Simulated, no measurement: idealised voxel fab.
Documented hereafter: the process module known as voxel double patterning.
Xsec cut, 210 nm wide, square cell size 5 nm.
Reading order for cross-sections: top band down to bottom band. Underlying form: a grid of square cells. Band size: one or more rows of cells. Quick guide to a band line: top height, bottom height (nm) up front; then every material left to right with its width in nm. Only one material and it's marked "all across"? Then it fills the band edge to edge. And "air" just means empty space. Heights are expressed relative to 0, this being the level below which the as-received wafer comprises one material exclusively. The lowest band is unbounded in the downward direction and is denoted as in "0 -> down". Top row gets the first number, bottom row gets the second, and each row in between changes by the same step: that is how a band width like "30->40" works. For the purposes of this document, the phrase "nothing altered" attached to a step denotes that no cell within the cross-section was modified by that step. "Tabulated closed voids" specifies each empty space that is not open to the top and that occupies no fewer than 8 cells, using the form width x height at distance, the distance measured from the left edge and all three quantities in nm. What comes after the settings on a step's line is commentary from the simulator itself on that step. overlay nm, on a step with a mask: how far to the right of its planned place the mask lay; to the left if negative.

[These are the steps we planned for the process]
1: RECEIVE | material Si
2: CONFORMAL_DEP | material SiO2 | thk nm 10
3: DIRECTIONAL_DEP | material polySi | thk nm 10
4: DIRECTIONAL_DEP | material SiN | thk nm 10
5: DIRECTIONAL_DEP | material aC | thk nm 10
6: PATTERN | tone open | mask id FIRST | material resist | width nm 15 | pitch nm 50 | thk nm 25 | overlay nm 0
7: DIRECTIONAL_ETCH | etch materials aC | depth nm 10
8: STRIP | etch materials resist
9: DIRECTIONAL_ETCH | etch materials SiN | depth nm 10
10: STRIP | etch materials aC
11: MASKED_ETCH | tone open | mask id SECOND | width nm 15 | pitch nm 50 | etch materials SiN | depth nm 10 | overlay nm 0
12: DIRECTIONAL_ETCH | etch materials polySi | depth nm 10
13: STRIP | etch materials SiN

[Wafer cross-section on receipt, i.e. after step 1]
> 0 -> down  Si all across
> Tabulated closed voids: none

[Wafer cross-section at module end: first of two, run to plan]
> 20 -> 10  polySi (45), air (15), polySi (10), air (15), polySi (10), air (15), polySi (10), air (15), polySi (10), air (15), polySi (50)
> 10 -> 0  SiO2 all across
> 0 -> down  Si all across
> Tabulated closed voids: none

[Wafer two cross-section, module end. Start and plan unchanged from wafer one; one mistake made during the run]
> 20 -> 10  polySi (45), air (20), polySi (5), air (15), polySi (10), air (20), polySi (5), air (15), polySi (10), air (20), polySi (45)
> 10 -> 0  SiO2 all across
> 0 -> down  Si all across
> Tabulated closed voids: none
Run error: step 6 ran with different settings than intended, the actual operation and settings being PATTERN | tone open | mask id FIRST | material resist | width nm 20 | pitch nm 50 | thk nm 25 | overlay nm 0
Count the cells at the end and the second wafer has more or fewer of some materials than the first: 6 fewer of polySi
